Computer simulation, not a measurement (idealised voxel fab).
process module | voxel gate over fins
cross-section cut | 265 nm wide | cells 5 nm
A cross-section is a grid of square cells, given in bands from the top down. A band is one or more rows of cells.
Each band's line starts with the height of the band's top and of its bottom, in nm. Then come its materials from left to right, each with its width in nm. One material with "throughout" fills the band from edge to edge. "air" is empty space.
Height 0 is the level under which the wafer as received is all one material. The lowest band goes on downwards, as in "0 down".
A width such as "30 to 40" changes by the same amount from each row of cells to the next, from the band's top row to its bottom row.
"no change" after a step means that no cell of the cross-section changed.
closed voids: empty space of 8 cells or more with no open way to the top, each as width x height at its distance from the left edge, in nm
after a step's settings: what the simulator itself notes on the step
overlay nm, on a step with a mask: how far to the right of its planned place the mask lay; to the left if negative
plan
1 op RECEIVE | material Si
2 op CONFORMAL_DEP | material SiN | thk nm 10
3 op DIRECTIONAL_DEP | material aC | thk nm 10
4 op PATTERN | tone cover | mask id FINS | material resist | width nm 15 | pitch nm 50 | thk nm 25 | overlay nm 0
5 op DIRECTIONAL_ETCH | etch materials aC | depth nm 10
6 op STRIP | etch materials resist
7 op DIRECTIONAL_ETCH | etch materials SiN | depth nm 10
8 op DIRECTIONAL_ETCH | etch materials Si | depth nm 30
9 op STRIP | etch materials aC
10 op FILL_DEP | material SiO2 | thk nm 15
11 op CMP | height nm 10
12 op PATTERN | tone open | mask id RAIL | material resist | width nm 15 | thk nm 20 | overlay nm 0
13 op DIRECTIONAL_ETCH | etch materials SiO2 | depth nm 35
14 op STRIP | etch materials resist
15 op CONFORMAL_DEP | material TiN | thk nm 5
16 op FILL_DEP | material Ru | thk nm 5
17 op CMP | height nm 10
18 op SELECTIVE_ETCH | etch materials W Ru TiN | depth nm 25
19 op FILL_DEP | material SiO2 | thk nm 5
20 op CMP | height nm 10
21 op SELECTIVE_ETCH | etch materials SiO2 | depth nm 20
22 op STRIP | etch materials SiN
23 op CONFORMAL_DEP | material HfO2 | thk nm 5
24 op CONFORMAL_DEP | material TiN | thk nm 5
25 op CONFORMAL_DEP | material TiAl | thk nm 5
26 op CONFORMAL_DEP | material TiN | thk nm 5
27 op FILL_DEP | material W | thk nm 10
28 op CMP | height nm 25
29 op CONFORMAL_DEP | material SiN | thk nm 5
as received, after step 1
  0 down: Si throughout
  closed voids: none
a wafer at the end: this start, this plan, one mistake
  30 to 25: SiN throughout
  25 to 20: W 80 | TiN 5 | TiAl 45 | TiN 5 | W 130
  20 to 15: W 55 | TiN 30 | TiAl 5 | TiN 35 | TiAl 5 | TiN 80 | W 55
  15 to 10: W 55 | TiN 5 | TiAl 30 | TiN 5 | HfO2 25 | TiN 5 | TiAl 30 | TiN 5 | TiAl 45 | TiN 5 | W 55
  10 to 5: TiN 60 | TiAl 5 | TiN 30 | HfO2 5 | Ru 15 | HfO2 5 | TiN 30 | TiAl 5 | TiN 5 | TiAl 5 | TiN 35 | TiAl 5 | TiN 60
  5 to 0: TiAl 65 | TiN 5 | HfO2 30 | Ru 15 | HfO2 30 | TiN 5 | TiAl 15 | TiN 5 | HfO2 25 | TiN 5 | TiAl 65
  0 to -5: TiN 70 | HfO2 5 | Si 15 | HfO2 10 | Ru 15 | HfO2 10 | Si 15 | HfO2 5 | TiN 25 | HfO2 5 | Si 15 | HfO2 5 | TiN 70
  -5 to -10: HfO2 75 | Si 15 | HfO2 10 | Ru 15 | HfO2 10 | Si 15 | HfO2 35 | Si 15 | HfO2 75
  -10 to -15: SiO2 75 | Si 15 | SiO2 10 | Ru 15 | SiO2 10 | Si 15 | SiO2 35 | Si 15 | SiO2 75
  -15 to -20: SiO2 75 | Si 15 | SiO2 10 | TiN 5 | Ru 5 | TiN 5 | SiO2 10 | Si 15 | SiO2 35 | Si 15 | SiO2 75
  -20 to -25: SiO2 75 | Si 15 | SiO2 10 | TiN 15 | SiO2 10 | Si 15 | SiO2 35 | Si 15 | SiO2 75
  -25 to -30: SiO2 75 | Si 15 | SiO2 35 | Si 15 | SiO2 35 | Si 15 | SiO2 75
  -30 down: Si throughout
  closed voids: none
what went wrong: step 19 ran as: op FILL_DEP | material Ru | thk nm 5
